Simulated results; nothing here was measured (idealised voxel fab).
Herein follows the process module entitled voxel self aligned contacts.
For reference, the cross-section in this document is cut, with width 145 nm and square cells of 5 nm.
Throughout this document, each cross-section is represented as a grid of square cells and is presented as a sequence of bands enumerated from the top downward, where a band comprises one or more rows of cells. Quick guide to a band line: top height, bottom height (nm) up front; then every material left to right with its width in nm. Only one material and it's marked "everywhere"? Then it fills the band edge to edge. And "empty" just means empty space. Height reference: 0 = level under which incoming wafer is all one material. Lowest band: no bottom, runs on downward, e.g. "0 nm and below". A two-number width, for instance "30 to 40", indicates that the width is equal to the first number in the top row of the band and to the second number in the bottom row, and that it changes by a constant amount per row of cells. Basically "nothing got changed" means that step didn't change any cell in the cross-section. So "Enclosed void inventory" is basically the list of trapped voids: any empty space of 8 cells or more that can't reach the top through an opening. They're written width x height at distance, the distance being from the left edge, and it's all nm. Heads up: the bit after the settings on a step's line is the simulator's remark on that step. For masked steps, "overlay nm" on the step line gives how far right of plan the mask actually lay; a minus sign means it lay to the left.

Planned step list for the process
1: RECEIVE | material Si
2: OXIDIZE | depth nm 5
3: DIRECTIONAL_DEP | material polySi | thk nm 30
4: DIRECTIONAL_DEP | material SiN | thk nm 20
5: PATTERN | tone cover | mask id GATE | material resist | width nm 30 | pitch nm 75 | thk nm 15 | overlay nm 0
6: DIRECTIONAL_ETCH | etch materials SiN | depth nm 20
7: DIRECTIONAL_ETCH | etch materials polySi | depth nm 30
8: STRIP | etch materials resist
9: CONFORMAL_DEP | material SiN | thk nm 10
10: DIRECTIONAL_ETCH | etch materials SiN | depth nm 10
11: FILL_DEP | material SiO2 | thk nm 15
12: CMP | height nm 55
13: MASKED_ETCH | tone open | mask id CONTACT | width nm 55 | etch materials SiO2 | depth nm 60 | overlay nm 0
14: CONFORMAL_DEP | material TiN | thk nm 5
15: FILL_DEP | material Ru | thk nm 10
16: CMP | height nm 55
17: CONFORMAL_DEP | material SiN | thk nm 5

Cross-section of the wafer as it came to us, i.e., already through step 1
  0 nm and below  Si everywhere
  Enclosed void inventory: none

First of two wafers: cross-section at end of module, run per plan
  60 nm to 55 nm  SiN everywhere
  55 nm to 50 nm  45 SiO2 / 20 TiN / 15 Ru / 20 TiN / 45 SiO2
  50 nm to 30 nm  10 SiO2 / 50 SiN / 5 TiN / 15 Ru / 5 TiN / 50 SiN / 10 SiO2
  30 nm to 0 nm  10 SiO2 / 10 SiN / 30 polySi / 10 SiN / 5 TiN / 15 Ru / 5 TiN / 10 SiN / 30 polySi / 10 SiN / 10 SiO2
  0 nm to -5 nm  60 SiO2 / 25 TiN / 60 SiO2
  -5 nm and below  Si everywhere
  Enclosed void inventory: none

End of module, second wafer, cross-section. Started like the first, planned like the first, run with one mistake
  60 nm to 55 nm  SiN everywhere
  55 nm to 50 nm  45 SiO2 / 20 TiN / 15 Ru / 20 TiN / 45 SiO2
  50 nm to 30 nm  10 SiO2 / 50 SiN / 5 TiN / 15 Ru / 5 TiN / 50 SiN / 10 SiO2
  30 nm to 15 nm  10 SiO2 / 10 SiN / 30 polySi / 10 SiN / 5 TiN / 15 Ru / 5 TiN / 10 SiN / 30 polySi / 10 SiN / 10 SiO2
  15 nm to 10 nm  10 SiO2 / 10 SiN / 30 polySi / 10 SiN / 25 TiN / 10 SiN / 30 polySi / 10 SiN / 10 SiO2
  10 nm to 0 nm  20 SiN / 30 polySi / 45 SiN / 30 polySi / 20 SiN
  0 nm to -5 nm  SiO2 everywhere
  -5 nm and below  Si everywhere
  Enclosed void inventory: none
Heads up, the wafer didn't run the way we planned it: plan steps 9 and 10 run swapped
The final cell counts differ between the wafers, with the second having more or fewer of some materials than the first: Ru: 9 fewer | SiN: 18 more | SiO2: 3 fewer | TiN: 6 fewer
